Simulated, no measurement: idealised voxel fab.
process module | voxel ribs on slabs
cross-section cut | 235 nm wide | cells 5 nm
A cross-section is a grid of square cells, given in bands from the top down. A band is one or more rows of cells.
Each band's line starts with the height of the band's top and of its bottom, in nm. Then come its materials from left to right, each with its width in nm. One material with "throughout" fills the band from edge to edge. "air" is empty space.
Height 0 is the level under which the wafer as received is all one material. The lowest band goes on downwards, as in "0 down".
A width such as "30 to 40" changes by the same amount from each row of cells to the next, from the band's top row to its bottom row.
"no change" after a step means that no cell of the cross-section changed.
closed voids: empty space of 8 cells or more with no open way to the top, each as width x height at its distance from the left edge, in nm
after a step's settings: what the simulator itself notes on the step
overlay nm, on a step with a mask: how far to the right of its planned place the mask lay; to the left if negative
plan
1 op RECEIVE | material Si
2 op DIRECTIONAL_DEP | material SiO2 | thk nm 30
3 op DIRECTIONAL_DEP | material SiN | thk nm 20
4 op PATTERN | tone cover | mask id RIB | material resist | width nm 25 | thk nm 20 | overlay nm 0
5 op DIRECTIONAL_ETCH | etch materials SiN | depth nm 15
6 op STRIP | etch materials resist
7 op DIRECTIONAL_DEP | material aC | thk nm 15
8 op PATTERN | tone cover | mask id SLAB | material resist | width nm 65 | thk nm 35 | overlay nm 0
9 op DIRECTIONAL_ETCH | etch materials aC | depth nm 15
10 op STRIP | etch materials resist
11 op DIRECTIONAL_ETCH | etch materials SiN | depth nm 5
12 op STRIP | etch materials aC
13 op FILL_DEP | material SiO2 | thk nm 25
14 op CMP | height nm 65
15 op DIRECTIONAL_DEP | material W | thk nm 5
16 op MASKED_ETCH | tone cover | mask id HEATER | width nm 35 | etch materials W | depth nm 5 | overlay nm 0
17 op CONFORMAL_DEP | material SiO2 | thk nm 5
first wafer, as planned
as received, after step 1
  0 down: Si throughout
  closed voids: none
after step 2
  30 to 0: SiO2 throughout
  below 0: unchanged
after step 3
  50 to 30: SiN throughout
  below 30: unchanged
after step 4
  70 to 50: air 105 | resist 25 | air 105
  below 50: unchanged
after step 5
  70 to 50: air 105 | resist 25 | air 105
  50 to 35: air 105 | SiN 25 | air 105
  below 35: unchanged
after step 6
  50 to 35: air 105 | SiN 25 | air 105
  below 35: unchanged
after step 7
  65 to 50: air 105 | aC 25 | air 105
  50 to 35: aC 105 | SiN 25 | aC 105
  below 35: unchanged
after step 8
  100 to 65: air 85 | resist 65 | air 85
  65 to 50: air 85 | resist 20 | aC 25 | resist 20 | air 85
  below 50: unchanged
after step 9
  85 to 65: air 85 | resist 65 | air 85
  65 to 50: air 85 | resist 20 | aC 25 | resist 20 | air 85
  50 to 35: air 85 | aC 20 | SiN 25 | aC 20 | air 85
  below 35: unchanged
after step 10
  65 to 50: air 105 | aC 25 | air 105
  below 50: unchanged
after step 11
  65 to 50: air 105 | aC 25 | air 105
  50 to 35: air 85 | aC 20 | SiN 25 | aC 20 | air 85
  35 to 30: air 85 | SiN 65 | air 85
  below 30: unchanged
after step 12
  50 to 35: air 105 | SiN 25 | air 105
  below 35: unchanged
after step 13
  75 to 50: SiO2 throughout
  50 to 35: SiO2 105 | SiN 25 | SiO2 105
  35 to 30: SiO2 85 | SiN 65 | SiO2 85
  below 30: unchanged
after step 14
  65 to 50: SiO2 throughout
  below 50: unchanged
after step 15
  70 to 65: W throughout
  below 65: unchanged
after step 16
  70 to 65: air 100 | W 35 | air 100
  below 65: unchanged
after step 17
  75 to 70: air 95 | SiO2 45 | air 95
  70 to 65: SiO2 100 | W 35 | SiO2 100
  below 65: unchanged
second wafer: like start, like plan, one mistake. Through step 15 it matches the first wafer
when step 16 should have ended
  70 to 65: air 90 | W 35 | air 110
  below 65: unchanged
when step 17 should have ended
  75 to 70: air 85 | SiO2 45 | air 105
  70 to 65: SiO2 90 | W 35 | SiO2 110
  below 65: unchanged
what went wrong: step 16 ran as: op MASKED_ETCH | tone cover | mask id HEATER | width nm 35 | etch materials W | depth nm 5 | overlay nm -10
at the end the second wafer has, in cells: as many of each material as the first, in other places
